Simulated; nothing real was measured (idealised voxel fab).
Process module in this document: voxel plated lines
Cross-section cut: width 255 nm, square cells of 5 nm.
Bands, listed from the top down, are how a cross-section gets written in this document; the cross-section itself is a grid of square cells, and a band is one or more rows of them.
What a band's entry tells you: where the top is and where the bottom is, as heights in nm, and after that what lies inside, material by material from left to right, each with its width in nm. Empty space is written as the word "air", and a single material marked with the word "all across" occupies the band from edge to edge.
All heights in this document are referenced to 0, defined as the level beneath which the wafer, as received, consists entirely of one material. The lowest band is not bounded below; it extends indefinitely downward and is written in the form "top 0, no bottom".
Quick explanation for "30->40": the width changes in equal steps down the rows of cells, from the first number in the band's top row to the second number in its bottom row.
What does "no change occurred" mean for a step? It means no cell of the cross-section changed in that step.
"Enclosed void listing" contains a list of empty spaces, each no smaller than 8 cells and without an open way to the top, written in the form width x height at distance with the distance from the left edge and all three in nm.
That trailing text on a step's line, after the settings, is the simulator's own remark on the step.
The optional step-line setting "overlay nm" applies to steps with a mask and quantifies how far to the right of its planned location the mask lay, a negative value indicating leftward placement.

Process steps (planned):
| 1 | RECEIVE | material Si |
| 2 | CONFORMAL_DEP | material SiO2 | thk nm 15 |
| 3 | DIRECTIONAL_DEP | material TiN | thk nm 5 |
| 4 | PATTERN | tone open | mask id LINES | material resist | width nm 20 | pitch nm 40 | thk nm 40 | overlay nm 0 |
| 5 | EPI | material Ru | thk nm 10 |
| 6 | EPI | material Ru | thk nm 5 |
| 7 | EPI | material Ru | thk nm 5 |
| 8 | STRIP | etch materials resist |
| 9 | DIRECTIONAL_ETCH | etch materials TiN | depth nm 5 |
| 10 | CONFORMAL_DEP | material SiCN | thk nm 10 |

First of two wafers, processed according to plan:

Incoming wafer, cross-sectional view, post step 1:
top 0, no bottom: Si all across
Enclosed void listing: none

After step 2, in cross-section:
top 15, bottom 0: SiO2 all across
Nothing below the height 0 has changed.

After step 3, in cross-section:
top 20, bottom 15: TiN all across
Nothing below the height 15 has changed.

After step 4, in cross-section:
top 60, bottom 20: 75 nm resist / 20 nm air / 20 nm resist / 20 nm air / 20 nm resist / 20 nm air / 80 nm resist
Nothing below the height 20 has changed.

After step 5, in cross-section:
top 60, bottom 30: 75 nm resist / 20 nm air / 20 nm resist / 20 nm air / 20 nm resist / 20 nm air / 80 nm resist
top 30, bottom 20: 75 nm resist / 20 nm Ru / 20 nm resist / 20 nm Ru / 20 nm resist / 20 nm Ru / 80 nm resist
Nothing below the height 20 has changed.

After step 6, in cross-section:
top 60, bottom 35: 75 nm resist / 20 nm air / 20 nm resist / 20 nm air / 20 nm resist / 20 nm air / 80 nm resist
top 35, bottom 20: 75 nm resist / 20 nm Ru / 20 nm resist / 20 nm Ru / 20 nm resist / 20 nm Ru / 80 nm resist
Nothing below the height 20 has changed.

After step 7, in cross-section:
top 60, bottom 40: 75 nm resist / 20 nm air / 20 nm resist / 20 nm air / 20 nm resist / 20 nm air / 80 nm resist
top 40, bottom 20: 75 nm resist / 20 nm Ru / 20 nm resist / 20 nm Ru / 20 nm resist / 20 nm Ru / 80 nm resist
Nothing below the height 20 has changed.

After step 8, in cross-section:
top 40, bottom 20: 75 nm air / 20 nm Ru / 20 nm air / 20 nm Ru / 20 nm air / 20 nm Ru / 80 nm air
Nothing below the height 20 has changed.

After step 9, in cross-section:
top 40, bottom 20: 75 nm air / 20 nm Ru / 20 nm air / 20 nm Ru / 20 nm air / 20 nm Ru / 80 nm air
top 20, bottom 15: 75 nm air / 20 nm TiN / 20 nm air / 20 nm TiN / 20 nm air / 20 nm TiN / 80 nm air
Nothing below the height 15 has changed.

After step 10, in cross-section:
top 50, bottom 40: 65 nm air / 120 nm SiCN / 70 nm air
top 40, bottom 25: 65 nm air / 10 nm SiCN / 20 nm Ru / 20 nm SiCN / 20 nm Ru / 20 nm SiCN / 20 nm Ru / 10 nm SiCN / 70 nm air
top 25, bottom 20: 75 nm SiCN / 20 nm Ru / 20 nm SiCN / 20 nm Ru / 20 nm SiCN / 20 nm Ru / 80 nm SiCN
top 20, bottom 15: 75 nm SiCN / 20 nm TiN / 20 nm SiCN / 20 nm TiN / 20 nm SiCN / 20 nm TiN / 80 nm SiCN
Nothing below the height 15 has changed.

Second wafer, same starting conditions and recipe as the first, one mistake in executing it, nothing differs from the first up to and including step 3:

Second wafer, cross-section, planned end of step 4:
top 60, bottom 20: 80 nm resist / 20 nm air / 20 nm resist / 20 nm air / 20 nm resist / 20 nm air / 75 nm resist
Nothing below the height 20 has changed.

Second wafer, cross-section, planned end of step 5:
top 60, bottom 30: 80 nm resist / 20 nm air / 20 nm resist / 20 nm air / 20 nm resist / 20 nm air / 75 nm resist
top 30, bottom 20: 80 nm resist / 20 nm Ru / 20 nm resist / 20 nm Ru / 20 nm resist / 20 nm Ru / 75 nm resist
Nothing below the height 20 has changed.

Second wafer, cross-section, planned end of step 6:
top 60, bottom 35: 80 nm resist / 20 nm air / 20 nm resist / 20 nm air / 20 nm resist / 20 nm air / 75 nm resist
top 35, bottom 20: 80 nm resist / 20 nm Ru / 20 nm resist / 20 nm Ru / 20 nm resist / 20 nm Ru / 75 nm resist
Nothing below the height 20 has changed.

Second wafer, cross-section, planned end of step 7:
top 60, bottom 40: 80 nm resist / 20 nm air / 20 nm resist / 20 nm air / 20 nm resist / 20 nm air / 75 nm resist
top 40, bottom 20: 80 nm resist / 20 nm Ru / 20 nm resist / 20 nm Ru / 20 nm resist / 20 nm Ru / 75 nm resist
Nothing below the height 20 has changed.

Second wafer, cross-section, planned end of step 8:
top 40, bottom 20: 80 nm air / 20 nm Ru / 20 nm air / 20 nm Ru / 20 nm air / 20 nm Ru / 75 nm air
Nothing below the height 20 has changed.

Second wafer, cross-section, planned end of step 9:
top 40, bottom 20: 80 nm air / 20 nm Ru / 20 nm air / 20 nm Ru / 20 nm air / 20 nm Ru / 75 nm air
top 20, bottom 15: 80 nm air / 20 nm TiN / 20 nm air / 20 nm TiN / 20 nm air / 20 nm TiN / 75 nm air
Nothing below the height 15 has changed.

Second wafer, cross-section, planned end of step 10:
top 50, bottom 40: 70 nm air / 120 nm SiCN / 65 nm air
top 40, bottom 25: 70 nm air / 10 nm SiCN / 20 nm Ru / 20 nm SiCN / 20 nm Ru / 20 nm SiCN / 20 nm Ru / 10 nm SiCN / 65 nm air
top 25, bottom 20: 80 nm SiCN / 20 nm Ru / 20 nm SiCN / 20 nm Ru / 20 nm SiCN / 20 nm Ru / 75 nm SiCN
top 20, bottom 15: 80 nm SiCN / 20 nm TiN / 20 nm SiCN / 20 nm TiN / 20 nm SiCN / 20 nm TiN / 75 nm SiCN
Nothing below the height 15 has changed.
Run error: step 4 ran with different settings than intended, the actual operation and settings being PATTERN | tone open | mask id LINES | material resist | width nm 20 | pitch nm 40 | thk nm 40 | overlay nm 5
The two final wafers agree on how many cells each material fills and disagree on which cells those are.
